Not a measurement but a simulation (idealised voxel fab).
process module | voxel fin reveal
cross-section cut | 160 nm wide | cells 5 nm
A cross-section is a grid of square cells, given in bands from the top down. A band is one or more rows of cells.
Each band's line starts with the height of the band's top and of its bottom, in nm. Then come its materials from left to right, each with its width in nm. One material with "throughout" fills the band from edge to edge. "air" is empty space.
Height 0 is the level under which the wafer as received is all one material. The lowest band goes on downwards, as in "0 down".
A width such as "30 to 40" changes by the same amount from each row of cells to the next, from the band's top row to its bottom row.
"no change" after a step means that no cell of the cross-section changed.
closed voids: empty space of 8 cells or more with no open way to the top, each as width x height at its distance from the left edge, in nm
after a step's settings: what the simulator itself notes on the step
overlay nm, on a step with a mask: how far to the right of its planned place the mask lay; to the left if negative
Each pair below shows a cross-section before one step and the cross-section after it, down to the lowest band that changed. The line under each pair gives the step between them, with its settings. The pairs can come from different runs of this module on the same starting wafer, so a pair continues from the pair above only where its "before" says so.
before
  0 down: Si throughout
  closed voids: none
after
  10 to 0: SiN throughout
  below 0: unchanged
  closed voids: none
the step between: op CONFORMAL_DEP | material SiN | thk nm 10
before: the cross-section after the pair above
after
  30 to 10: air 30 | resist 15 | air 25 | resist 15 | air 25 | resist 15 | air 35
  below 10: unchanged
  closed voids: none
the step between: op PATTERN | tone cover | mask id FINS | material resist | width nm 15 | pitch nm 40 | thk nm 20 | overlay nm 0
before: the cross-section after the pair above
after
  30 to 10: air 30 | resist 15 | air 25 | resist 15 | air 25 | resist 15 | air 35
  10 to 0: air 30 | SiN 15 | air 25 | SiN 15 | air 25 | SiN 15 | air 35
  below 0: unchanged
  closed voids: none
the step between: op DIRECTIONAL_ETCH | etch materials SiN | depth nm 10
before: the cross-section after the pair above
after
  30 to 10: air 30 | resist 15 | air 25 | resist 15 | air 25 | resist 15 | air 35
  10 to 0: air 30 | SiN 15 | air 25 | SiN 15 | air 25 | SiN 15 | air 35
  0 to -30: air 30 | Si 15 | air 25 | Si 15 | air 25 | Si 15 | air 35
  below -30: unchanged
  closed voids: none
the step between: op DIRECTIONAL_ETCH | etch materials Si | depth nm 30
before: the cross-section after the pair above
after
  10 to 0: air 30 | SiN 15 | air 25 | SiN 15 | air 25 | SiN 15 | air 35
  below 0: unchanged
  closed voids: none
the step between: op STRIP | etch materials resist
before: the cross-section after the pair above
after
  10 to 0: air 30 | SiN 15 | air 25 | SiN 15 | air 25 | SiN 15 | air 35
  0 to -30: air 30 | SiO2 5 | Si 5 | SiO2 5 | air 25 | SiO2 5 | Si 5 | SiO2 5 | air 25 | SiO2 5 | Si 5 | SiO2 5 | air 35
  -30 to -35: SiO2 35 | Si 5 | SiO2 35 | Si 5 | SiO2 35 | Si 5 | SiO2 40
  below -35: unchanged
  closed voids: none
the step between: op OXIDIZE | depth nm 5
before: the cross-section after the pair above
after
  15 to 10: SiO2 throughout
  10 to 0: SiO2 30 | SiN 15 | SiO2 25 | SiN 15 | SiO2 25 | SiN 15 | SiO2 35
  0 to -35: SiO2 35 | Si 5 | SiO2 35 | Si 5 | SiO2 35 | Si 5 | SiO2 40
  below -35: unchanged
  closed voids: none
the step between: op FILL_DEP | material SiO2 | thk nm 5
before: the cross-section after the pair above
after
  10 to 0: SiO2 30 | SiN 15 | SiO2 25 | SiN 15 | SiO2 25 | SiN 15 | SiO2 35
  below 0: unchanged
  closed voids: none
the step between: op CMP | height nm 10
before: the cross-section after the pair above
after
  10 to 0: air 30 | SiN 15 | air 25 | SiN 15 | air 25 | SiN 15 | air 35
  0 to -15: air 35 | Si 5 | air 35 | Si 5 | air 35 | Si 5 | air 40
  below -15: unchanged
  closed voids: none
the step between: op SELECTIVE_ETCH | etch materials SiO2 | depth nm 25
before: the cross-section after the pair above
after
  0 to -15: air 35 | Si 5 | air 35 | Si 5 | air 35 | Si 5 | air 40
  below -15: unchanged
  closed voids: none
the step between: op STRIP | etch materials SiN
before: the cross-section after the pair above
after
  5 to 0: air 30 | HfO2 15 | air 25 | HfO2 15 | air 25 | HfO2 15 | air 35
  0 to -10: air 30 | HfO2 5 | Si 5 | HfO2 5 | air 25 | HfO2 5 | Si 5 | HfO2 5 | air 25 | HfO2 5 | Si 5 | HfO2 5 | air 35
  -10 to -15: HfO2 35 | Si 5 | HfO2 35 | Si 5 | HfO2 35 | Si 5 | HfO2 40
  below -15: unchanged
  closed voids: none
the step between: op CONFORMAL_DEP | material HfO2 | thk nm 5
before
  10 to 0: air 30 | SiN 15 | air 25 | SiN 15 | air 25 | SiN 15 | air 35
  0 to -15: air 35 | Si 5 | air 35 | Si 5 | air 35 | Si 5 | air 40
  -15 to -35: SiO2 35 | Si 5 | SiO2 35 | Si 5 | SiO2 35 | Si 5 | SiO2 40
  -35 down: Si throughout
  closed voids: none
after
  10 to 0: air 30 | SiN 15 | air 25 | SiN 15 | air 25 | SiN 15 | air 35
  0 to -35: air 35 | Si 5 | air 35 | Si 5 | air 35 | Si 5 | air 40
  below -35: unchanged
  closed voids: none
the step between: op SELECTIVE_ETCH | etch materials SiO2 | depth nm 25
before: the cross-section after the pair above
after
  0 to -35: air 35 | Si 5 | air 35 | Si 5 | air 35 | Si 5 | air 40
  below -35: unchanged
  closed voids: none
the step between: op STRIP | etch materials SiN
before: the cross-section after the pair above
after
  5 to 0: air 30 | HfO2 15 | air 25 | HfO2 15 | air 25 | HfO2 15 | air 35
  0 to -30: air 30 | HfO2 5 | Si 5 | HfO2 5 | air 25 | HfO2 5 | Si 5 | HfO2 5 | air 25 | HfO2 5 | Si 5 | HfO2 5 | air 35
  -30 to -35: HfO2 35 | Si 5 | HfO2 35 | Si 5 | HfO2 35 | Si 5 | HfO2 40
  below -35: unchanged
  closed voids: none
the step between: op CONFORMAL_DEP | material HfO2 | thk nm 5
before
  10 to 0: SiO2 30 | SiN 15 | SiO2 25 | SiN 15 | SiO2 25 | SiN 15 | SiO2 35
  0 to -35: SiO2 35 | Si 5 | SiO2 35 | Si 5 | SiO2 35 | Si 5 | SiO2 40
  -35 down: Si throughout
  closed voids: none
after
  10 to 0: SiO2 30 | air 15 | SiO2 25 | air 15 | SiO2 25 | air 15 | SiO2 35
  below 0: unchanged
  closed voids: none
the step between: op STRIP | etch materials SiN
before: the cross-section after the pair above
after
  0 to -15: air 35 | Si 5 | air 35 | Si 5 | air 35 | Si 5 | air 40
  -15 to -25: SiO2 5 | air 30 | Si 5 | air 35 | Si 5 | air 35 | Si 5 | air 30 | SiO2 10
  below -25: unchanged
  closed voids: none
the step between: op SELECTIVE_ETCH | etch materials SiO2 | depth nm 25
before: the cross-section after the pair above
after
  5 to 0: air 30 | HfO2 15 | air 25 | HfO2 15 | air 25 | HfO2 15 | air 35
  0 to -10: air 30 | HfO2 5 | Si 5 | HfO2 5 | air 25 | HfO2 5 | Si 5 | HfO2 5 | air 25 | HfO2 5 | Si 5 | HfO2 5 | air 35
  -10 to -15: HfO2 10 | air 20 | HfO2 5 | Si 5 | HfO2 5 | air 25 | HfO2 5 | Si 5 | HfO2 5 | air 25 | HfO2 5 | Si 5 | HfO2 5 | air 20 | HfO2 15
  -15 to -20: SiO2 5 | HfO2 5 | air 20 | HfO2 5 | Si 5 | HfO2 5 | air 25 | HfO2 5 | Si 5 | HfO2 5 | air 25 | HfO2 5 | Si 5 | HfO2 5 | air 20 | HfO2 5 | SiO2 10
  -20 to -25: SiO2 5 | HfO2 30 | Si 5 | HfO2 35 | Si 5 | HfO2 35 | Si 5 | HfO2 30 | SiO2 10
  below -25: unchanged
  closed voids: none
the step between: op CONFORMAL_DEP | material HfO2 | thk nm 5
before
  0 to -15: air 35 | Si 5 | air 35 | Si 5 | air 35 | Si 5 | air 40
  -15 to -35: SiO2 35 | Si 5 | SiO2 35 | Si 5 | SiO2 35 | Si 5 | SiO2 40
  -35 down: Si throughout
  closed voids: none
after
  15 to 0: air 20 | HfO2 35 | air 5 | HfO2 35 | air 5 | HfO2 35 | air 25
  0 to -15: HfO2 35 | Si 5 | HfO2 35 | Si 5 | HfO2 35 | Si 5 | HfO2 40
  below -15: unchanged
  closed voids: none
the step between: op CONFORMAL_DEP | material HfO2 | thk nm 15
before
  10 to 0: SiN throughout
  0 down: Si throughout
  closed voids: none
after
  30 to 10: air 30 | resist 20 | air 20 | resist 20 | air 20 | resist 20 | air 30
  below 10: unchanged
  closed voids: none
the step between: op PATTERN | tone cover | mask id FINS | material resist | width nm 20 | pitch nm 40 | thk nm 20 | overlay nm 0
before: the cross-section after the pair above
after
  30 to 10: air 30 | resist 20 | air 20 | resist 20 | air 20 | resist 20 | air 30
  10 to 0: air 30 | SiN 20 | air 20 | SiN 20 | air 20 | SiN 20 | air 30
  below 0: unchanged
  closed voids: none
the step between: op DIRECTIONAL_ETCH | etch materials SiN | depth nm 10
before: the cross-section after the pair above
after
  30 to 10: air 30 | resist 20 | air 20 | resist 20 | air 20 | resist 20 | air 30
  10 to 0: air 30 | SiN 20 | air 20 | SiN 20 | air 20 | SiN 20 | air 30
  0 to -30: air 30 | Si 20 | air 20 | Si 20 | air 20 | Si 20 | air 30
  below -30: unchanged
  closed voids: none
the step between: op DIRECTIONAL_ETCH | etch materials Si | depth nm 30
before: the cross-section after the pair above
after
  10 to 0: air 30 | SiN 20 | air 20 | SiN 20 | air 20 | SiN 20 | air 30
  below 0: unchanged
  closed voids: none
the step between: op STRIP | etch materials resist
before: the cross-section after the pair above
after
  10 to 0: air 30 | SiN 20 | air 20 | SiN 20 | air 20 | SiN 20 | air 30
  0 to -30: air 30 | SiO2 5 | Si 10 | SiO2 5 | air 20 | SiO2 5 | Si 10 | SiO2 5 | air 20 | SiO2 5 | Si 10 | SiO2 5 | air 30
  -30 to -35: SiO2 35 | Si 10 | SiO2 30 | Si 10 | SiO2 30 | Si 10 | SiO2 35
  below -35: unchanged
  closed voids: none
the step between: op OXIDIZE | depth nm 5
before: the cross-section after the pair above
after
  15 to 10: SiO2 throughout
  10 to 0: SiO2 30 | SiN 20 | SiO2 20 | SiN 20 | SiO2 20 | SiN 20 | SiO2 30
  0 to -35: SiO2 35 | Si 10 | SiO2 30 | Si 10 | SiO2 30 | Si 10 | SiO2 35
  below -35: unchanged
  closed voids: none
the step between: op FILL_DEP | material SiO2 | thk nm 5
before: the cross-section after the pair above
after
  10 to 0: SiO2 30 | SiN 20 | SiO2 20 | SiN 20 | SiO2 20 | SiN 20 | SiO2 30
  below 0: unchanged
  closed voids: none
the step between: op CMP | height nm 10
before: the cross-section after the pair above
after
  10 to 0: air 30 | SiN 20 | air 20 | SiN 20 | air 20 | SiN 20 | air 30
  0 to -15: air 35 | Si 10 | air 30 | Si 10 | air 30 | Si 10 | air 35
  below -15: unchanged
  closed voids: none
the step between: op SELECTIVE_ETCH | etch materials SiO2 | depth nm 25
before: the cross-section after the pair above
after
  0 to -15: air 35 | Si 10 | air 30 | Si 10 | air 30 | Si 10 | air 35
  below -15: unchanged
  closed voids: none
the step between: op STRIP | etch materials SiN
before: the cross-section after the pair above
after
  5 to 0: air 30 | HfO2 20 | air 20 | HfO2 20 | air 20 | HfO2 20 | air 30
  0 to -10: air 30 | HfO2 5 | Si 10 | HfO2 5 | air 20 | HfO2 5 | Si 10 | HfO2 5 | air 20 | HfO2 5 | Si 10 | HfO2 5 | air 30
  -10 to -15: HfO2 35 | Si 10 | HfO2 30 | Si 10 | HfO2 30 | Si 10 | HfO2 35
  below -15: unchanged
  closed voids: none
the step between: op CONFORMAL_DEP | material HfO2 | thk nm 5
before
  10 to 0: SiN throughout
  0 down: Si throughout
  closed voids: none
after
  30 to 10: air 35 | resist 15 | air 25 | resist 15 | air 25 | resist 15 | air 30
  below 10: unchanged
  closed voids: none
the step between: op PATTERN | tone cover | mask id FINS | material resist | width nm 15 | pitch nm 40 | thk nm 20 | overlay nm 5
before: the cross-section after the pair above
after
  30 to 10: air 35 | resist 15 | air 25 | resist 15 | air 25 | resist 15 | air 30
  10 to 0: air 35 | SiN 15 | air 25 | SiN 15 | air 25 | SiN 15 | air 30
  below 0: unchanged
  closed voids: none
the step between: op DIRECTIONAL_ETCH | etch materials SiN | depth nm 10
before: the cross-section after the pair above
after
  30 to 10: air 35 | resist 15 | air 25 | resist 15 | air 25 | resist 15 | air 30
  10 to 0: air 35 | SiN 15 | air 25 | SiN 15 | air 25 | SiN 15 | air 30
  0 to -30: air 35 | Si 15 | air 25 | Si 15 | air 25 | Si 15 | air 30
  below -30: unchanged
  closed voids: none
the step between: op DIRECTIONAL_ETCH | etch materials Si | depth nm 30
before: the cross-section after the pair above
after
  10 to 0: air 35 | SiN 15 | air 25 | SiN 15 | air 25 | SiN 15 | air 30
  below 0: unchanged
  closed voids: none
the step between: op STRIP | etch materials resist
before: the cross-section after the pair above
after
  10 to 0: air 35 | SiN 15 | air 25 | SiN 15 | air 25 | SiN 15 | air 30
  0 to -30: air 35 | SiO2 5 | Si 5 | SiO2 5 | air 25 | SiO2 5 | Si 5 | SiO2 5 | air 25 | SiO2 5 | Si 5 | SiO2 5 | air 30
  -30 to -35: SiO2 40 | Si 5 | SiO2 35 | Si 5 | SiO2 35 | Si 5 | SiO2 35
  below -35: unchanged
  closed voids: none
the step between: op OXIDIZE | depth nm 5
before: the cross-section after the pair above
after
  15 to 10: SiO2 throughout
  10 to 0: SiO2 35 | SiN 15 | SiO2 25 | SiN 15 | SiO2 25 | SiN 15 | SiO2 30
  0 to -35: SiO2 40 | Si 5 | SiO2 35 | Si 5 | SiO2 35 | Si 5 | SiO2 35
  below -35: unchanged
  closed voids: none
the step between: op FILL_DEP | material SiO2 | thk nm 5
before: the cross-section after the pair above
after
  10 to 0: SiO2 35 | SiN 15 | SiO2 25 | SiN 15 | SiO2 25 | SiN 15 | SiO2 30
  below 0: unchanged
  closed voids: none
the step between: op CMP | height nm 10
before: the cross-section after the pair above
after
  10 to 0: air 35 | SiN 15 | air 25 | SiN 15 | air 25 | SiN 15 | air 30
  0 to -15: air 40 | Si 5 | air 35 | Si 5 | air 35 | Si 5 | air 35
  below -15: unchanged
  closed voids: none
the step between: op SELECTIVE_ETCH | etch materials SiO2 | depth nm 25
before: the cross-section after the pair above
after
  0 to -15: air 40 | Si 5 | air 35 | Si 5 | air 35 | Si 5 | air 35
  below -15: unchanged
  closed voids: none
the step between: op STRIP | etch materials SiN
before: the cross-section after the pair above
after
  5 to 0: air 35 | HfO2 15 | air 25 | HfO2 15 | air 25 | HfO2 15 | air 30
  0 to -10: air 35 | HfO2 5 | Si 5 | HfO2 5 | air 25 | HfO2 5 | Si 5 | HfO2 5 | air 25 | HfO2 5 | Si 5 | HfO2 5 | air 30
  -10 to -15: HfO2 40 | Si 5 | HfO2 35 | Si 5 | HfO2 35 | Si 5 | HfO2 35
  below -15: unchanged
  closed voids: none
the step between: op CONFORMAL_DEP | material HfO2 | thk nm 5
before
  0 down: Si throughout
  closed voids: none
after
  10 to 0: HfO2 throughout
  below 0: unchanged
  closed voids: none
the step between: op CONFORMAL_DEP | material HfO2 | thk nm 10
before: the cross-section after the pair above
after
  30 to 10: air 30 | resist 15 | air 25 | resist 15 | air 25 | resist 15 | air 35
  below 10: unchanged
  closed voids: none
the step between: op PATTERN | tone cover | mask id FINS | material resist | width nm 15 | pitch nm 40 | thk nm 20 | overlay nm 0
before: the cross-section after the pair above
after
  10 to 0: HfO2 throughout
  below 0: unchanged
  closed voids: none
the step between: op STRIP | etch materials resist
before: the cross-section after the pair above
after
  15 to 10: SiO2 throughout
  below 10: unchanged
  closed voids: none
the step between: op FILL_DEP | material SiO2 | thk nm 5
before: the cross-section after the pair above
after
  10 to 0: HfO2 throughout
  below 0: unchanged
  closed voids: none
the step between: op CMP | height nm 10
before: the cross-section after the pair above
after
  15 to 0: HfO2 throughout
  below 0: unchanged
  closed voids: none
the step between: op CONFORMAL_DEP | material HfO2 | thk nm 5
before
  10 to 0: SiN throughout
  0 down: Si throughout
  closed voids: none
after
  30 to 10: resist 30 | air 15 | resist 25 | air 15 | resist 25 | air 15 | resist 35
  below 10: unchanged
  closed voids: none
the step between: op PATTERN | tone open | mask id FINS | material resist | width nm 15 | pitch nm 40 | thk nm 20 | overlay nm 0
before: the cross-section after the pair above
after
  30 to 10: resist 30 | air 15 | resist 25 | air 15 | resist 25 | air 15 | resist 35
  10 to 0: SiN 30 | air 15 | SiN 25 | air 15 | SiN 25 | air 15 | SiN 35
  below 0: unchanged
  closed voids: none
the step between: op DIRECTIONAL_ETCH | etch materials SiN | depth nm 10
before: the cross-section after the pair above
after
  30 to 10: resist 30 | air 15 | resist 25 | air 15 | resist 25 | air 15 | resist 35
  10 to 0: SiN 30 | air 15 | SiN 25 | air 15 | SiN 25 | air 15 | SiN 35
  0 to -30: Si 30 | air 15 | Si 25 | air 15 | Si 25 | air 15 | Si 35
  below -30: unchanged
  closed voids: none
the step between: op DIRECTIONAL_ETCH | etch materials Si | depth nm 30
before: the cross-section after the pair above
after
  10 to 0: SiN 30 | air 15 | SiN 25 | air 15 | SiN 25 | air 15 | SiN 35
  below 0: unchanged
  closed voids: none
the step between: op STRIP | etch materials resist
before: the cross-section after the pair above
after
  10 to 0: SiN 30 | air 15 | SiN 25 | air 15 | SiN 25 | air 15 | SiN 35
  0 to -30: Si 25 | SiO2 5 | air 15 | SiO2 5 | Si 15 | SiO2 5 | air 15 | SiO2 5 | Si 15 | SiO2 5 | air 15 | SiO2 5 | Si 30
  -30 to -35: Si 25 | SiO2 25 | Si 15 | SiO2 25 | Si 15 | SiO2 25 | Si 30
  below -35: unchanged
  closed voids: none
the step between: op OXIDIZE | depth nm 5
before: the cross-section after the pair above
after
  15 to 10: SiO2 throughout
  10 to 0: SiN 30 | SiO2 15 | SiN 25 | SiO2 15 | SiN 25 | SiO2 15 | SiN 35
  0 to -35: Si 25 | SiO2 25 | Si 15 | SiO2 25 | Si 15 | SiO2 25 | Si 30
  below -35: unchanged
  closed voids: none
the step between: op FILL_DEP | material SiO2 | thk nm 5
before: the cross-section after the pair above
after
  10 to 0: SiN 30 | SiO2 15 | SiN 25 | SiO2 15 | SiN 25 | SiO2 15 | SiN 35
  below 0: unchanged
  closed voids: none
the step between: op CMP | height nm 10
before: the cross-section after the pair above
after
  10 to 0: SiN 30 | air 15 | SiN 25 | air 15 | SiN 25 | air 15 | SiN 35
  0 to -15: Si 25 | air 25 | Si 15 | air 25 | Si 15 | air 25 | Si 30
  below -15: unchanged
  closed voids: none
the step between: op SELECTIVE_ETCH | etch materials SiO2 | depth nm 25
before: the cross-section after the pair above
after
  0 to -15: Si 25 | air 25 | Si 15 | air 25 | Si 15 | air 25 | Si 30
  below -15: unchanged
  closed voids: none
the step between: op STRIP | etch materials SiN
before: the cross-section after the pair above
after
  5 to 0: HfO2 30 | air 15 | HfO2 25 | air 15 | HfO2 25 | air 15 | HfO2 35
  0 to -10: Si 25 | HfO2 5 | air 15 | HfO2 5 | Si 15 | HfO2 5 | air 15 | HfO2 5 | Si 15 | HfO2 5 | air 15 | HfO2 5 | Si 30
  -10 to -15: Si 25 | HfO2 25 | Si 15 | HfO2 25 | Si 15 | HfO2 25 | Si 30
  below -15: unchanged
  closed voids: none
the step between: op CONFORMAL_DEP | material HfO2 | thk nm 5
